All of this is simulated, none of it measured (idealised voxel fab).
process module | voxel wiring stack
cross-section cut | 245 nm wide | cells 5 nm
A cross-section is a grid of square cells, given in bands from the top down. A band is one or more rows of cells.
Each band's line starts with the height of the band's top and of its bottom, in nm. Then come its materials from left to right, each with its width in nm. One material with "throughout" fills the band from edge to edge. "air" is empty space.
Height 0 is the level under which the wafer as received is all one material. The lowest band goes on downwards, as in "0 down".
A width such as "30 to 40" changes by the same amount from each row of cells to the next, from the band's top row to its bottom row.
"no change" after a step means that no cell of the cross-section changed.
closed voids: empty space of 8 cells or more with no open way to the top, each as width x height at its distance from the left edge, in nm
after a step's settings: what the simulator itself notes on the step
overlay nm, on a step with a mask: how far to the right of its planned place the mask lay; to the left if negative
plan
1 op RECEIVE | material Si
2 op CONFORMAL_DEP | material SiO2 | thk nm 15
3 op DIRECTIONAL_DEP | material TiN | thk nm 5
4 op DIRECTIONAL_DEP | material Ru | thk nm 15
5 op MASKED_ETCH | tone cover | mask id METAL_1 | width nm 30 | pitch nm 60 | etch materials Ru | depth nm 15 | overlay nm 0
6 op MASKED_ETCH | tone cover | mask id METAL_1 | width nm 30 | pitch nm 60 | etch materials TiN | depth nm 5 | overlay nm 0
7 op CONFORMAL_DEP | material SiCN | thk nm 5
8 op FILL_DEP | material SiO2 | thk nm 5
9 op CMP | height nm 35
10 op CONFORMAL_DEP | material SiCN | thk nm 5
11 op DIRECTIONAL_DEP | material lowk | thk nm 25
12 op PATTERN | tone open | mask id METAL_2 | material resist | width nm 30 | pitch nm 60 | thk nm 20 | overlay nm 0
13 op DIRECTIONAL_ETCH | etch materials lowk | depth nm 15
14 op STRIP | etch materials resist
15 op PATTERN | tone open | mask id METAL_2_HOLES | material resist | width nm 15 | pitch nm 120 | thk nm 15 | overlay nm 0
16 op DIRECTIONAL_ETCH | etch materials lowk | depth nm 10
17 op DIRECTIONAL_ETCH | etch materials SiCN | depth nm 5
18 op STRIP | etch materials resist
19 op CONFORMAL_DEP | material TiN | thk nm 5
20 op FILL_DEP | material Cu | thk nm 5
21 op CMP | height nm 65
22 op CONFORMAL_DEP | material SiCN | thk nm 5
23 op DIRECTIONAL_DEP | material SiO2 | thk nm 30
24 op MASKED_ETCH | tone open | mask id METAL_3 | width nm 30 | pitch nm 60 | etch materials SiO2 | depth nm 15 | overlay nm 0
25 op DIRECTIONAL_DEP | material aC | thk nm 10
26 op PATTERN | tone open | mask id METAL_3_HOLES | material resist | width nm 15 | pitch nm 120 | thk nm 25 | overlay nm 0
27 op DIRECTIONAL_ETCH | etch materials aC | depth nm 10
28 op STRIP | etch materials resist
29 op DIRECTIONAL_ETCH | etch materials SiO2 | depth nm 15
30 op DIRECTIONAL_ETCH | etch materials SiCN | depth nm 5
31 op STRIP | etch materials aC
32 op CONFORMAL_DEP | material TiN | thk nm 5
33 op FILL_DEP | material Cu | thk nm 10
34 op CMP | height nm 100
35 op CONFORMAL_DEP | material SiCN | thk nm 5
36 op DIRECTIONAL_DEP | material lowk | thk nm 10
37 op MASKED_ETCH | tone open | mask id PLUG_3 | width nm 15 | pitch nm 60 | etch materials lowk | depth nm 10 | overlay nm 0
38 op MASKED_ETCH | tone open | mask id PLUG_3 | width nm 15 | pitch nm 60 | etch materials SiCN | depth nm 5 | overlay nm 0
39 op CONFORMAL_DEP | material TiN | thk nm 5
40 op FILL_DEP | material Cu | thk nm 5
41 op CMP | height nm 115
42 op CONFORMAL_DEP | material SiN | thk nm 5
43 op DIRECTIONAL_DEP | material SiO2 | thk nm 25
44 op PATTERN | tone open | mask id METAL_4 | material resist | width nm 30 | pitch nm 60 | thk nm 15 | overlay nm 0
45 op DIRECTIONAL_ETCH | etch materials SiO2 | depth nm 25
46 op DIRECTIONAL_ETCH | etch materials SiN | depth nm 5
47 op STRIP | etch materials resist
48 op CONFORMAL_DEP | material TiN | thk nm 5
49 op FILL_DEP | material W | thk nm 10
50 op CMP | height nm 145
51 op EPI | material Ru | thk nm 5
52 op FILL_DEP | material SiCN | thk nm 5
first wafer, as planned
as received, after step 1
  0 down: Si throughout
  closed voids: none
after step 2
  15 to 0: SiO2 throughout
  below 0: unchanged
after step 3
  20 to 15: TiN throughout
  below 15: unchanged
after step 4
  35 to 20: Ru throughout
  below 20: unchanged
after step 5
  35 to 20: air 45 | Ru 30 | air 30 | Ru 30 | air 30 | Ru 30 | air 50
  below 20: unchanged
after step 6
  35 to 20: air 45 | Ru 30 | air 30 | Ru 30 | air 30 | Ru 30 | air 50
  20 to 15: air 45 | TiN 30 | air 30 | TiN 30 | air 30 | TiN 30 | air 50
  below 15: unchanged
after step 7
  40 to 35: air 40 | SiCN 40 | air 20 | SiCN 40 | air 20 | SiCN 40 | air 45
  35 to 20: air 40 | SiCN 5 | Ru 30 | SiCN 5 | air 20 | SiCN 5 | Ru 30 | SiCN 5 | air 20 | SiCN 5 | Ru 30 | SiCN 5 | air 45
  20 to 15: SiCN 45 | TiN 30 | SiCN 30 | TiN 30 | SiCN 30 | TiN 30 | SiCN 50
  below 15: unchanged
after step 8
  45 to 40: SiO2 throughout
  40 to 35: SiO2 40 | SiCN 40 | SiO2 20 | SiCN 40 | SiO2 20 | SiCN 40 | SiO2 45
  35 to 20: SiO2 40 | SiCN 5 | Ru 30 | SiCN 5 | SiO2 20 | SiCN 5 | Ru 30 | SiCN 5 | SiO2 20 | SiCN 5 | Ru 30 | SiCN 5 | SiO2 45
  below 20: unchanged
after step 9
  35 to 20: SiO2 40 | SiCN 5 | Ru 30 | SiCN 5 | SiO2 20 | SiCN 5 | Ru 30 | SiCN 5 | SiO2 20 | SiCN 5 | Ru 30 | SiCN 5 | SiO2 45
  below 20: unchanged
after step 10
  40 to 35: SiCN throughout
  below 35: unchanged
after step 11
  65 to 40: lowk throughout
  below 40: unchanged
after step 12
  85 to 65: resist 45 | air 30 | resist 30 | air 30 | resist 30 | air 30 | resist 50
  below 65: unchanged
after step 13
  85 to 65: resist 45 | air 30 | resist 30 | air 30 | resist 30 | air 30 | resist 50
  65 to 50: lowk 45 | air 30 | lowk 30 | air 30 | lowk 30 | air 30 | lowk 50
  below 50: unchanged
after step 14
  65 to 50: lowk 45 | air 30 | lowk 30 | air 30 | lowk 30 | air 30 | lowk 50
  below 50: unchanged
after step 15
  80 to 65: resist 45 | air 15 | resist 105 | air 15 | resist 65
  65 to 50: lowk 45 | air 15 | resist 15 | lowk 30 | resist 30 | lowk 30 | air 15 | resist 15 | lowk 50
  below 50: unchanged
after step 16
  80 to 65: resist 45 | air 15 | resist 105 | air 15 | resist 65
  65 to 50: lowk 45 | air 15 | resist 15 | lowk 30 | resist 30 | lowk 30 | air 15 | resist 15 | lowk 50
  50 to 40: lowk 45 | air 15 | lowk 105 | air 15 | lowk 65
  below 40: unchanged
after step 17
  80 to 65: resist 45 | air 15 | resist 105 | air 15 | resist 65
  65 to 50: lowk 45 | air 15 | resist 15 | lowk 30 | resist 30 | lowk 30 | air 15 | resist 15 | lowk 50
  50 to 40: lowk 45 | air 15 | lowk 105 | air 15 | lowk 65
  40 to 35: SiCN 45 | air 15 | SiCN 105 | air 15 | SiCN 65
  below 35: unchanged
after step 18
  65 to 50: lowk 45 | air 30 | lowk 30 | air 30 | lowk 30 | air 30 | lowk 50
  below 50: unchanged
after step 19
  70 to 65: TiN 50 | air 20 | TiN 40 | air 20 | TiN 40 | air 20 | TiN 55
  65 to 55: lowk 45 | TiN 5 | air 20 | TiN 5 | lowk 30 | TiN 5 | air 20 | TiN 5 | lowk 30 | TiN 5 | air 20 | TiN 5 | lowk 50
  55 to 50: lowk 45 | TiN 5 | air 5 | TiN 20 | lowk 30 | TiN 30 | lowk 30 | TiN 5 | air 5 | TiN 20 | lowk 50
  50 to 40: lowk 45 | TiN 5 | air 5 | TiN 5 | lowk 105 | TiN 5 | air 5 | TiN 5 | lowk 65
  40 to 35: SiCN 45 | TiN 15 | SiCN 105 | TiN 15 | SiCN 65
  below 35: unchanged
after step 20
  75 to 70: Cu throughout
  70 to 65: TiN 50 | Cu 20 | TiN 40 | Cu 20 | TiN 40 | Cu 20 | TiN 55
  65 to 55: lowk 45 | TiN 5 | Cu 20 | TiN 5 | lowk 30 | TiN 5 | Cu 20 | TiN 5 | lowk 30 | TiN 5 | Cu 20 | TiN 5 | lowk 50
  55 to 50: lowk 45 | TiN 5 | Cu 5 | TiN 20 | lowk 30 | TiN 30 | lowk 30 | TiN 5 | Cu 5 | TiN 20 | lowk 50
  50 to 40: lowk 45 | TiN 5 | Cu 5 | TiN 5 | lowk 105 | TiN 5 | Cu 5 | TiN 5 | lowk 65
  below 40: unchanged
after step 21
  65 to 55: lowk 45 | TiN 5 | Cu 20 | TiN 5 | lowk 30 | TiN 5 | Cu 20 | TiN 5 | lowk 30 | TiN 5 | Cu 20 | TiN 5 | lowk 50
  below 55: unchanged
after step 22
  70 to 65: SiCN throughout
  below 65: unchanged
after step 23
  100 to 70: SiO2 throughout
  below 70: unchanged
after step 24
  100 to 85: SiO2 45 | air 30 | SiO2 30 | air 30 | SiO2 30 | air 30 | SiO2 50
  below 85: unchanged
after step 25
  110 to 100: aC 45 | air 30 | aC 30 | air 30 | aC 30 | air 30 | aC 50
  100 to 95: SiO2 45 | air 30 | SiO2 30 | air 30 | SiO2 30 | air 30 | SiO2 50
  95 to 85: SiO2 45 | aC 30 | SiO2 30 | aC 30 | SiO2 30 | aC 30 | SiO2 50
  below 85: unchanged
after step 26
  135 to 110: resist 45 | air 15 | resist 105 | air 15 | resist 65
  110 to 100: aC 45 | air 15 | resist 15 | aC 30 | resist 30 | aC 30 | air 15 | resist 15 | aC 50
  100 to 95: SiO2 45 | air 15 | resist 15 | SiO2 30 | resist 30 | SiO2 30 | air 15 | resist 15 | SiO2 50
  below 95: unchanged
after step 27
  125 to 110: resist 45 | air 15 | resist 105 | air 15 | resist 65
  110 to 100: aC 45 | air 15 | resist 15 | aC 30 | resist 30 | aC 30 | air 15 | resist 15 | aC 50
  100 to 95: SiO2 45 | air 15 | resist 15 | SiO2 30 | resist 30 | SiO2 30 | air 15 | resist 15 | SiO2 50
  95 to 85: SiO2 45 | air 15 | aC 15 | SiO2 30 | aC 30 | SiO2 30 | air 15 | aC 15 | SiO2 50
  below 85: unchanged
after step 28
  110 to 100: aC 45 | air 30 | aC 30 | air 30 | aC 30 | air 30 | aC 50
  100 to 95: SiO2 45 | air 30 | SiO2 30 | air 30 | SiO2 30 | air 30 | SiO2 50
  below 95: unchanged
after step 29
  110 to 100: aC 45 | air 30 | aC 30 | air 30 | aC 30 | air 30 | aC 50
  100 to 95: SiO2 45 | air 30 | SiO2 30 | air 30 | SiO2 30 | air 30 | SiO2 50
  95 to 85: SiO2 45 | air 15 | aC 15 | SiO2 30 | aC 30 | SiO2 30 | air 15 | aC 15 | SiO2 50
  85 to 70: SiO2 45 | air 15 | SiO2 105 | air 15 | SiO2 65
  below 70: unchanged
after step 30
  110 to 100: aC 45 | air 30 | aC 30 | air 30 | aC 30 | air 30 | aC 50
  100 to 95: SiO2 45 | air 30 | SiO2 30 | air 30 | SiO2 30 | air 30 | SiO2 50
  95 to 85: SiO2 45 | air 15 | aC 15 | SiO2 30 | aC 30 | SiO2 30 | air 15 | aC 15 | SiO2 50
  85 to 70: SiO2 45 | air 15 | SiO2 105 | air 15 | SiO2 65
  70 to 65: SiCN 45 | air 15 | SiCN 105 | air 15 | SiCN 65
  below 65: unchanged
after step 31
  100 to 85: SiO2 45 | air 30 | SiO2 30 | air 30 | SiO2 30 | air 30 | SiO2 50
  below 85: unchanged
after step 32
  105 to 100: TiN 50 | air 20 | TiN 40 | air 20 | TiN 40 | air 20 | TiN 55
  100 to 90: SiO2 45 | TiN 5 | air 20 | TiN 5 | SiO2 30 | TiN 5 | air 20 | TiN 5 | SiO2 30 | TiN 5 | air 20 | TiN 5 | SiO2 50
  90 to 85: SiO2 45 | TiN 5 | air 5 | TiN 20 | SiO2 30 | TiN 30 | SiO2 30 | TiN 5 | air 5 | TiN 20 | SiO2 50
  85 to 70: SiO2 45 | TiN 5 | air 5 | TiN 5 | SiO2 105 | TiN 5 | air 5 | TiN 5 | SiO2 65
  70 to 65: SiCN 45 | TiN 15 | SiCN 105 | TiN 15 | SiCN 65
  below 65: unchanged
after step 33
  115 to 105: Cu throughout
  105 to 100: TiN 50 | Cu 20 | TiN 40 | Cu 20 | TiN 40 | Cu 20 | TiN 55
  100 to 90: SiO2 45 | TiN 5 | Cu 20 | TiN 5 | SiO2 30 | TiN 5 | Cu 20 | TiN 5 | SiO2 30 | TiN 5 | Cu 20 | TiN 5 | SiO2 50
  90 to 85: SiO2 45 | TiN 5 | Cu 5 | TiN 20 | SiO2 30 | TiN 30 | SiO2 30 | TiN 5 | Cu 5 | TiN 20 | SiO2 50
  85 to 70: SiO2 45 | TiN 5 | Cu 5 | TiN 5 | SiO2 105 | TiN 5 | Cu 5 | TiN 5 | SiO2 65
  below 70: unchanged
after step 34
  100 to 90: SiO2 45 | TiN 5 | Cu 20 | TiN 5 | SiO2 30 | TiN 5 | Cu 20 | TiN 5 | SiO2 30 | TiN 5 | Cu 20 | TiN 5 | SiO2 50
  below 90: unchanged
after step 35
  105 to 100: SiCN throughout
  below 100: unchanged
after step 36
  115 to 105: lowk throughout
  below 105: unchanged
after step 37
  115 to 105: lowk 45 | air 15 | lowk 45 | air 15 | lowk 45 | air 15 | lowk 65
  below 105: unchanged
after step 38
  115 to 105: lowk 45 | air 15 | lowk 45 | air 15 | lowk 45 | air 15 | lowk 65
  105 to 100: SiCN 45 | air 15 | SiCN 45 | air 15 | SiCN 45 | air 15 | SiCN 65
  below 100: unchanged
after step 39
  120 to 115: TiN 50 | air 5 | TiN 55 | air 5 | TiN 55 | air 5 | TiN 70
  115 to 105: lowk 45 | TiN 5 | air 5 | TiN 5 | lowk 45 | TiN 5 | air 5 | TiN 5 | lowk 45 | TiN 5 | air 5 | TiN 5 | lowk 65
  105 to 100: SiCN 45 | TiN 15 | SiCN 45 | TiN 15 | SiCN 45 | TiN 15 | SiCN 65
  below 100: unchanged
after step 40
  125 to 120: Cu throughout
  120 to 115: TiN 50 | Cu 5 | TiN 55 | Cu 5 | TiN 55 | Cu 5 | TiN 70
  115 to 105: lowk 45 | TiN 5 | Cu 5 | TiN 5 | lowk 45 | TiN 5 | Cu 5 | TiN 5 | lowk 45 | TiN 5 | Cu 5 | TiN 5 | lowk 65
  below 105: unchanged
after step 41
  115 to 105: lowk 45 | TiN 5 | Cu 5 | TiN 5 | lowk 45 | TiN 5 | Cu 5 | TiN 5 | lowk 45 | TiN 5 | Cu 5 | TiN 5 | lowk 65
  below 105: unchanged
after step 42
  120 to 115: SiN throughout
  below 115: unchanged
after step 43
  145 to 120: SiO2 throughout
  below 120: unchanged
after step 44
  160 to 145: resist 45 | air 30 | resist 30 | air 30 | resist 30 | air 30 | resist 50
  below 145: unchanged
after step 45
  160 to 145: resist 45 | air 30 | resist 30 | air 30 | resist 30 | air 30 | resist 50
  145 to 120: SiO2 45 | air 30 | SiO2 30 | air 30 | SiO2 30 | air 30 | SiO2 50
  below 120: unchanged
after step 46
  160 to 145: resist 45 | air 30 | resist 30 | air 30 | resist 30 | air 30 | resist 50
  145 to 120: SiO2 45 | air 30 | SiO2 30 | air 30 | SiO2 30 | air 30 | SiO2 50
  120 to 115: SiN 45 | air 30 | SiN 30 | air 30 | SiN 30 | air 30 | SiN 50
  below 115: unchanged
after step 47
  145 to 120: SiO2 45 | air 30 | SiO2 30 | air 30 | SiO2 30 | air 30 | SiO2 50
  below 120: unchanged
after step 48
  150 to 145: TiN 50 | air 20 | TiN 40 | air 20 | TiN 40 | air 20 | TiN 55
  145 to 120: SiO2 45 | TiN 5 | air 20 | TiN 5 | SiO2 30 | TiN 5 | air 20 | TiN 5 | SiO2 30 | TiN 5 | air 20 | TiN 5 | SiO2 50
  120 to 115: SiN 45 | TiN 30 | SiN 30 | TiN 30 | SiN 30 | TiN 30 | SiN 50
  below 115: unchanged
after step 49
  160 to 150: W throughout
  150 to 145: TiN 50 | W 20 | TiN 40 | W 20 | TiN 40 | W 20 | TiN 55
  145 to 120: SiO2 45 | TiN 5 | W 20 | TiN 5 | SiO2 30 | TiN 5 | W 20 | TiN 5 | SiO2 30 | TiN 5 | W 20 | TiN 5 | SiO2 50
  below 120: unchanged
after step 50
  145 to 120: SiO2 45 | TiN 5 | W 20 | TiN 5 | SiO2 30 | TiN 5 | W 20 | TiN 5 | SiO2 30 | TiN 5 | W 20 | TiN 5 | SiO2 50
  below 120: unchanged
after step 51
  150 to 145: air 40 | Ru 40 | air 20 | Ru 40 | air 20 | Ru 40 | air 45
  below 145: unchanged
after step 52
  155 to 150: SiCN throughout
  150 to 145: SiCN 40 | Ru 40 | SiCN 20 | Ru 40 | SiCN 20 | Ru 40 | SiCN 45
  below 145: unchanged
second wafer: like start, like plan, one mistake. Through step 20 it matches the first wafer
when step 21 should have ended
  70 to 65: TiN 50 | Cu 20 | TiN 40 | Cu 20 | TiN 40 | Cu 20 | TiN 55
  below 65: unchanged
when step 22 should have ended
  75 to 70: SiCN throughout
  below 70: unchanged
when step 23 should have ended
  105 to 75: SiO2 throughout
  below 75: unchanged
when step 24 should have ended
  105 to 90: SiO2 45 | air 30 | SiO2 30 | air 30 | SiO2 30 | air 30 | SiO2 50
  below 90: unchanged
when step 25 should have ended
  115 to 105: aC 45 | air 30 | aC 30 | air 30 | aC 30 | air 30 | aC 50
  105 to 100: SiO2 45 | air 30 | SiO2 30 | air 30 | SiO2 30 | air 30 | SiO2 50
  100 to 90: SiO2 45 | aC 30 | SiO2 30 | aC 30 | SiO2 30 | aC 30 | SiO2 50
  below 90: unchanged
when step 26 should have ended
  140 to 115: resist 45 | air 15 | resist 105 | air 15 | resist 65
  115 to 105: aC 45 | air 15 | resist 15 | aC 30 | resist 30 | aC 30 | air 15 | resist 15 | aC 50
  105 to 100: SiO2 45 | air 15 | resist 15 | SiO2 30 | resist 30 | SiO2 30 | air 15 | resist 15 | SiO2 50
  below 100: unchanged
when step 27 should have ended
  130 to 115: resist 45 | air 15 | resist 105 | air 15 | resist 65
  115 to 105: aC 45 | air 15 | resist 15 | aC 30 | resist 30 | aC 30 | air 15 | resist 15 | aC 50
  105 to 100: SiO2 45 | air 15 | resist 15 | SiO2 30 | resist 30 | SiO2 30 | air 15 | resist 15 | SiO2 50
  100 to 90: SiO2 45 | air 15 | aC 15 | SiO2 30 | aC 30 | SiO2 30 | air 15 | aC 15 | SiO2 50
  below 90: unchanged
when step 28 should have ended
  115 to 105: aC 45 | air 30 | aC 30 | air 30 | aC 30 | air 30 | aC 50
  105 to 100: SiO2 45 | air 30 | SiO2 30 | air 30 | SiO2 30 | air 30 | SiO2 50
  below 100: unchanged
when step 29 should have ended
  115 to 105: aC 45 | air 30 | aC 30 | air 30 | aC 30 | air 30 | aC 50
  105 to 100: SiO2 45 | air 30 | SiO2 30 | air 30 | SiO2 30 | air 30 | SiO2 50
  100 to 90: SiO2 45 | air 15 | aC 15 | SiO2 30 | aC 30 | SiO2 30 | air 15 | aC 15 | SiO2 50
  90 to 75: SiO2 45 | air 15 | SiO2 105 | air 15 | SiO2 65
  below 75: unchanged
when step 30 should have ended
  115 to 105: aC 45 | air 30 | aC 30 | air 30 | aC 30 | air 30 | aC 50
  105 to 100: SiO2 45 | air 30 | SiO2 30 | air 30 | SiO2 30 | air 30 | SiO2 50
  100 to 90: SiO2 45 | air 15 | aC 15 | SiO2 30 | aC 30 | SiO2 30 | air 15 | aC 15 | SiO2 50
  90 to 75: SiO2 45 | air 15 | SiO2 105 | air 15 | SiO2 65
  75 to 70: SiCN 45 | air 15 | SiCN 105 | air 15 | SiCN 65
  below 70: unchanged
when step 31 should have ended
  105 to 90: SiO2 45 | air 30 | SiO2 30 | air 30 | SiO2 30 | air 30 | SiO2 50
  below 90: unchanged
when step 32 should have ended
  110 to 105: TiN 50 | air 20 | TiN 40 | air 20 | TiN 40 | air 20 | TiN 55
  105 to 95: SiO2 45 | TiN 5 | air 20 | TiN 5 | SiO2 30 | TiN 5 | air 20 | TiN 5 | SiO2 30 | TiN 5 | air 20 | TiN 5 | SiO2 50
  95 to 90: SiO2 45 | TiN 5 | air 5 | TiN 20 | SiO2 30 | TiN 30 | SiO2 30 | TiN 5 | air 5 | TiN 20 | SiO2 50
  90 to 75: SiO2 45 | TiN 5 | air 5 | TiN 5 | SiO2 105 | TiN 5 | air 5 | TiN 5 | SiO2 65
  75 to 70: SiCN 45 | TiN 15 | SiCN 105 | TiN 15 | SiCN 65
  below 70: unchanged
when step 33 should have ended
  120 to 110: Cu throughout
  110 to 105: TiN 50 | Cu 20 | TiN 40 | Cu 20 | TiN 40 | Cu 20 | TiN 55
  105 to 95: SiO2 45 | TiN 5 | Cu 20 | TiN 5 | SiO2 30 | TiN 5 | Cu 20 | TiN 5 | SiO2 30 | TiN 5 | Cu 20 | TiN 5 | SiO2 50
  95 to 90: SiO2 45 | TiN 5 | Cu 5 | TiN 20 | SiO2 30 | TiN 30 | SiO2 30 | TiN 5 | Cu 5 | TiN 20 | SiO2 50
  90 to 75: SiO2 45 | TiN 5 | Cu 5 | TiN 5 | SiO2 105 | TiN 5 | Cu 5 | TiN 5 | SiO2 65
  below 75: unchanged
when step 34 should have ended
  100 to 95: SiO2 45 | TiN 5 | Cu 20 | TiN 5 | SiO2 30 | TiN 5 | Cu 20 | TiN 5 | SiO2 30 | TiN 5 | Cu 20 | TiN 5 | SiO2 50
  below 95: unchanged
when step 35 should have ended
  105 to 100: SiCN throughout
  below 100: unchanged
when step 36 should have ended
  115 to 105: lowk throughout
  below 105: unchanged
when step 37 should have ended
  115 to 105: lowk 45 | air 15 | lowk 45 | air 15 | lowk 45 | air 15 | lowk 65
  below 105: unchanged
when step 38 should have ended
  115 to 105: lowk 45 | air 15 | lowk 45 | air 15 | lowk 45 | air 15 | lowk 65
  105 to 100: SiCN 45 | air 15 | SiCN 45 | air 15 | SiCN 45 | air 15 | SiCN 65
  below 100: unchanged
when step 39 should have ended
  120 to 115: TiN 50 | air 5 | TiN 55 | air 5 | TiN 55 | air 5 | TiN 70
  115 to 105: lowk 45 | TiN 5 | air 5 | TiN 5 | lowk 45 | TiN 5 | air 5 | TiN 5 | lowk 45 | TiN 5 | air 5 | TiN 5 | lowk 65
  105 to 100: SiCN 45 | TiN 15 | SiCN 45 | TiN 15 | SiCN 45 | TiN 15 | SiCN 65
  below 100: unchanged
when step 40 should have ended
  125 to 120: Cu throughout
  120 to 115: TiN 50 | Cu 5 | TiN 55 | Cu 5 | TiN 55 | Cu 5 | TiN 70
  115 to 105: lowk 45 | TiN 5 | Cu 5 | TiN 5 | lowk 45 | TiN 5 | Cu 5 | TiN 5 | lowk 45 | TiN 5 | Cu 5 | TiN 5 | lowk 65
  below 105: unchanged
when step 41 should have ended
  115 to 105: lowk 45 | TiN 5 | Cu 5 | TiN 5 | lowk 45 | TiN 5 | Cu 5 | TiN 5 | lowk 45 | TiN 5 | Cu 5 | TiN 5 | lowk 65
  below 105: unchanged
when step 42 should have ended
  120 to 115: SiN throughout
  below 115: unchanged
when step 43 should have ended
  145 to 120: SiO2 throughout
  below 120: unchanged
when step 44 should have ended
  160 to 145: resist 45 | air 30 | resist 30 | air 30 | resist 30 | air 30 | resist 50
  below 145: unchanged
when step 45 should have ended
  160 to 145: resist 45 | air 30 | resist 30 | air 30 | resist 30 | air 30 | resist 50
  145 to 120: SiO2 45 | air 30 | SiO2 30 | air 30 | SiO2 30 | air 30 | SiO2 50
  below 120: unchanged
when step 46 should have ended
  160 to 145: resist 45 | air 30 | resist 30 | air 30 | resist 30 | air 30 | resist 50
  145 to 120: SiO2 45 | air 30 | SiO2 30 | air 30 | SiO2 30 | air 30 | SiO2 50
  120 to 115: SiN 45 | air 30 | SiN 30 | air 30 | SiN 30 | air 30 | SiN 50
  below 115: unchanged
when step 47 should have ended
  145 to 120: SiO2 45 | air 30 | SiO2 30 | air 30 | SiO2 30 | air 30 | SiO2 50
  below 120: unchanged
when step 48 should have ended
  150 to 145: TiN 50 | air 20 | TiN 40 | air 20 | TiN 40 | air 20 | TiN 55
  145 to 120: SiO2 45 | TiN 5 | air 20 | TiN 5 | SiO2 30 | TiN 5 | air 20 | TiN 5 | SiO2 30 | TiN 5 | air 20 | TiN 5 | SiO2 50
  120 to 115: SiN 45 | TiN 30 | SiN 30 | TiN 30 | SiN 30 | TiN 30 | SiN 50
  below 115: unchanged
when step 49 should have ended
  160 to 150: W throughout
  150 to 145: TiN 50 | W 20 | TiN 40 | W 20 | TiN 40 | W 20 | TiN 55
  145 to 120: SiO2 45 | TiN 5 | W 20 | TiN 5 | SiO2 30 | TiN 5 | W 20 | TiN 5 | SiO2 30 | TiN 5 | W 20 | TiN 5 | SiO2 50
  below 120: unchanged
when step 50 should have ended
  145 to 120: SiO2 45 | TiN 5 | W 20 | TiN 5 | SiO2 30 | TiN 5 | W 20 | TiN 5 | SiO2 30 | TiN 5 | W 20 | TiN 5 | SiO2 50
  below 120: unchanged
when step 51 should have ended
  150 to 145: air 40 | Ru 40 | air 20 | Ru 40 | air 20 | Ru 40 | air 45
  below 145: unchanged
when step 52 should have ended
  155 to 150: SiCN throughout
  150 to 145: SiCN 40 | Ru 40 | SiCN 20 | Ru 40 | SiCN 20 | Ru 40 | SiCN 45
  below 145: unchanged
what went wrong: step 21 ran as: op CMP | height nm 70
at the end the second wafer has, in cells: 31 fewer of SiO2 | 31 more of TiN
